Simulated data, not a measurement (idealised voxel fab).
The following is a process module called voxel plated lines.
170 nm wide, 5 nm square cells: that's cross-section cut.
A cross-section is written here as square cells arranged in a grid, and it is given in bands from the top down, each band taking up one or more rows of cells.
Within each band entry, the heights of the top and of the bottom of the band appear first, in that order and in nm; the materials of the band then follow from left to right, each with its corresponding width in nm. The designation "throughout" on a single material indicates that it fills the band from edge to edge; the designation "air" indicates empty space.
Convention: height 0 is the level below which the wafer, as received, is all one material. The lowest band does not terminate at the bottom but continues downward, represented as "from 0 down".
With a width like "30..40", each row of cells in the band differs from the next by the same amount, the top row carrying the first number and the bottom row the second.
"no change" for a step: no cell of the cross-section changed in that step.
Sealed void inventory: empty space of 8 cells or more with no open way to the top, each as width x height at its distance from the left edge, in nm
Text after the settings on a step's line: the simulator's own remark on that step.
When a step includes a mask, the "overlay nm" setting on its line states how far to the right of its planned place that mask lay, and negative values state how far to the left.

### List of planned process steps
1) RECEIVE | material Si
2) CONFORMAL_DEP | material SiN | thk nm 5
3) DIRECTIONAL_DEP | material TiN | thk nm 5
4) PATTERN | tone open | mask id LINES | material resist | width nm 25 | pitch nm 40 | thk nm 25 | overlay nm 0
5) EPI | material Ru | thk nm 5
6) EPI | material Ru | thk nm 5
7) STRIP | etch materials resist
8) DIRECTIONAL_ETCH | etch materials TiN | depth nm 5
9) CONFORMAL_DEP | material SiO2 | thk nm 5

### Cross-section of the incoming wafer, state after step 1
> from 0 down: Si throughout
> Sealed void inventory: none

### Module complete - cross-section of the first of two wafers, run according to plan
> from 25 to 20: 45 air  35 SiO2  5 air  35 SiO2  50 air
> from 20 to 10: 45 air  5 SiO2  25 Ru  5 SiO2  5 air  5 SiO2  25 Ru  5 SiO2  50 air
> from 10 to 5: 50 SiO2  25 TiN  15 SiO2  25 TiN  55 SiO2
> from 5 to 0: SiN throughout
> from 0 down: Si throughout
> Sealed void inventory: none

### So this is wafer number two of the two, cut at the end of the module - it started where the first did and had the same plan, we just got one thing wrong running it
> from 25 to 10: 45 air  35 Ru  5 air  35 Ru  50 air
> from 10 to 5: 50 Ru  25 TiN  15 Ru  25 TiN  55 Ru
> from 5 to 0: SiN throughout
> from 0 down: Si throughout
> Sealed void inventory: none
Here's what went sideways: so step 9 ended up running with a different setting than we planned, it ran as CONFORMAL_DEP | material Ru | thk nm 5
The closing comparison, in cells, has the second wafer with more or fewer of some materials than the first: Ru +46, SiO2 -46
